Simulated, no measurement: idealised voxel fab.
This section sets out a process module, namely voxel gate over fins.
Section cut is 265 nm wide and gridded with 5 nm square cells.
Format of a cross-section: grid, square cells. Given as bands. Order: top down. Band: one or more rows of cells.
Read a band's entry like this: the first values are the height of its top and the height of its bottom in nm, and what follows is the sequence of materials from left to right, each with its width in nm. Note that "blank" is empty space, and that a single material marked "edge to edge" reaches across the band from edge to edge.
For the purposes of this specification, 0 denotes the height below which the wafer in its as-received condition is composed wholly of one material, and the lowermost band, lacking a lower limit, extends downward without end, as expressed in "0 and below".
Think of "30..40" as a width that walks from the first number to the second as you go down the band, top row to bottom row, taking equal-sized steps from row to row.
Key: "no change occurred" - step with no changed cell in the cross-section.
Enclosed voids (no open way to top), threshold 8 cells or more, entry "Non-vented voids", notation width x height at distance, distance from left edge, nm.
On a step's line, text after the settings is the simulator commenting on that step.
A step line may carry the setting "overlay nm", which, for steps involving a mask, states the distance by which the mask lay to the right of its intended position; negative values denote displacement to the left.
**Process steps foreseen in the plan**
1: RECEIVE [material Si]
2: CONFORMAL_DEP [material SiN] [thk nm 10]
3: MASKED_ETCH [tone cover] [mask id FINS] [width nm 15] [pitch nm 60] [etch materials SiN] [depth nm 10] [overlay nm 0]
4: MASKED_ETCH [tone cover] [mask id FINS] [width nm 15] [pitch nm 60] [etch materials Si] [depth nm 40] [overlay nm 0]
5: OXIDIZE [depth nm 5]
6: FILL_DEP [material SiO2] [thk nm 5]
7: CMP [height nm 10]
8: MASKED_ETCH [tone open] [mask id RAIL] [width nm 15] [etch materials SiO2] [depth nm 45] [overlay nm 0]
9: CONFORMAL_DEP [material TiN] [thk nm 5]
10: FILL_DEP [material Ru] [thk nm 10]
11: CMP [height nm 10]
12: SELECTIVE_ETCH [etch materials W Ru TiN] [depth nm 30]
13: FILL_DEP [material SiO2] [thk nm 5]
14: CMP [height nm 10]
15: SELECTIVE_ETCH [etch materials SiO2] [depth nm 20]
16: STRIP [etch materials SiN]
17: CONFORMAL_DEP [material HfO2] [thk nm 5]
18: CONFORMAL_DEP [material TiN] [thk nm 5]
19: CONFORMAL_DEP [material TiAl] [thk nm 5]
20: CONFORMAL_DEP [material TiN] [thk nm 5]
21: FILL_DEP [material W] [thk nm 10]
22: CMP [height nm 25]
23: CONFORMAL_DEP [material SiCN] [thk nm 10]
**Received-state cross-section, reflecting completion of step 1**
	0 and below: Si edge to edge
	Non-vented voids: none
**Wafer cross-section at module end: first of two, run to plan**
	35 down to 25: SiCN edge to edge
	25 down to 20: W edge to edge
	20 down to 15: W=20; TiN=45; W=15; TiN=45; W=15; TiN=45; W=15; TiN=45; W=20
	15 down to 10: W=20; TiN=5; TiAl=35; TiN=5; W=15; TiN=5; TiAl=35; TiN=5; W=15; TiN=5; TiAl=35; TiN=5; W=15; TiN=5; TiAl=35; TiN=5; W=20
	10 down to 5: TiN=25; TiAl=5; TiN=25; TiAl=5; TiN=25; TiAl=5; TiN=25; TiAl=5; TiN=25; TiAl=5; TiN=25; TiAl=5; TiN=25; TiAl=5; TiN=25; TiAl=5; TiN=25
	5 down to 0: TiAl=30; TiN=5; HfO2=15; TiN=5; TiAl=35; TiN=5; HfO2=15; TiN=5; TiAl=35; TiN=5; HfO2=15; TiN=5; TiAl=35; TiN=5; HfO2=15; TiN=5; TiAl=30
	0 down to -5: TiN=35; HfO2=5; Si=5; HfO2=5; TiN=45; HfO2=5; Si=5; HfO2=5; TiN=45; HfO2=5; Si=5; HfO2=5; TiN=45; HfO2=5; Si=5; HfO2=5; TiN=35
	-5 down to -10: HfO2=40; Si=5; HfO2=55; Si=5; HfO2=55; Si=5; HfO2=55; Si=5; HfO2=40
	-10 down to -20: SiO2=40; Si=5; SiO2=55; Si=5; SiO2=55; Si=5; SiO2=55; Si=5; SiO2=40
	-20 down to -30: SiO2=40; Si=5; SiO2=20; TiN=5; Ru=5; TiN=5; SiO2=20; Si=5; SiO2=55; Si=5; SiO2=55; Si=5; SiO2=40
	-30 down to -35: SiO2=40; Si=5; SiO2=20; TiN=15; SiO2=20; Si=5; SiO2=55; Si=5; SiO2=55; Si=5; SiO2=40
	-35 down to -45: SiO2=40; Si=5; SiO2=55; Si=5; SiO2=55; Si=5; SiO2=55; Si=5; SiO2=40
	-45 and below: Si edge to edge
	Non-vented voids: none
**The second wafer, shown in cross-section after the module: started the same way as the first and given the same plan, yet one mistake crept into how it was run**
	35 down to 25: SiCN edge to edge
	25 down to 20: W edge to edge
	20 down to 15: W=20; TiN=45; W=15; TiN=45; W=15; TiN=45; W=15; TiN=45; W=20
	15 down to 10: W=20; TiN=5; TiAl=35; TiN=5; W=15; TiN=5; TiAl=35; TiN=5; W=15; TiN=5; TiAl=35; TiN=5; W=15; TiN=5; TiAl=35; TiN=5; W=20
	10 down to 5: TiN=25; TiAl=5; TiN=25; TiAl=5; TiN=25; TiAl=5; TiN=25; TiAl=5; TiN=25; TiAl=5; TiN=25; TiAl=5; TiN=25; TiAl=5; TiN=25; TiAl=5; TiN=25
	5 down to 0: TiAl=30; TiN=5; HfO2=15; TiN=5; TiAl=35; TiN=5; HfO2=15; TiN=5; TiAl=35; TiN=5; HfO2=15; TiN=5; TiAl=35; TiN=5; HfO2=15; TiN=5; TiAl=30
	0 down to -5: TiN=25; TiAl=5; TiN=5; HfO2=5; Si=5; HfO2=5; TiN=5; TiAl=5; TiN=25; TiAl=5; TiN=5; HfO2=5; Si=5; HfO2=5; TiN=5; TiAl=5; TiN=25; TiAl=5; TiN=5; HfO2=5; Si=5; HfO2=5; TiN=5; TiAl=5; TiN=25; TiAl=5; TiN=5; HfO2=5; Si=5; HfO2=5; TiN=5; TiAl=5; TiN=25
	-5 down to -10: HfO2=20; TiN=5; TiAl=5; TiN=5; HfO2=5; Si=5; HfO2=5; TiN=5; TiAl=5; TiN=5; HfO2=15; TiN=5; TiAl=5; TiN=5; HfO2=5; Si=5; HfO2=5; TiN=5; TiAl=5; TiN=5; HfO2=15; TiN=5; TiAl=5; TiN=5; HfO2=5; Si=5; HfO2=5; TiN=5; TiAl=5; TiN=5; HfO2=15; TiN=5; TiAl=5; TiN=5; HfO2=5; Si=5; HfO2=5; TiN=5; TiAl=5; TiN=5; HfO2=20
	-10 down to -15: SiO2=15; HfO2=5; TiN=15; HfO2=5; Si=5; HfO2=5; TiN=15; HfO2=5; SiO2=5; HfO2=5; TiN=15; HfO2=5; Si=5; HfO2=5; TiN=15; HfO2=5; SiO2=5; HfO2=5; TiN=15; HfO2=5; Si=5; HfO2=5; TiN=15; HfO2=5; SiO2=5; HfO2=5; TiN=15; HfO2=5; Si=5; HfO2=5; TiN=15; HfO2=5; SiO2=15
	-15 down to -20: SiO2=15; HfO2=25; Si=5; HfO2=25; SiO2=5; HfO2=25; Si=5; HfO2=25; SiO2=5; HfO2=25; Si=5; HfO2=25; SiO2=5; HfO2=25; Si=5; HfO2=25; SiO2=15
	-20 down to -30: SiO2=40; Si=5; SiO2=20; TiN=5; Ru=5; TiN=5; SiO2=20; Si=5; SiO2=55; Si=5; SiO2=55; Si=5; SiO2=40
	-30 down to -35: SiO2=40; Si=5; SiO2=20; TiN=15; SiO2=20; Si=5; SiO2=55; Si=5; SiO2=55; Si=5; SiO2=40
	-35 down to -45: SiO2=40; Si=5; SiO2=55; Si=5; SiO2=55; Si=5; SiO2=55; Si=5; SiO2=40
	-45 and below: Si edge to edge
	Non-vented voids: none
What went wrong in running the wafer? steps 15 and 16 of the plan were run in the wrong order, each in the other's place
Wrapping up, a cell-based count of both wafers puts the second over or under the first for these materials: HfO2: 32 more; SiO2: 80 fewer; TiAl: 16 more; TiN: 32 more
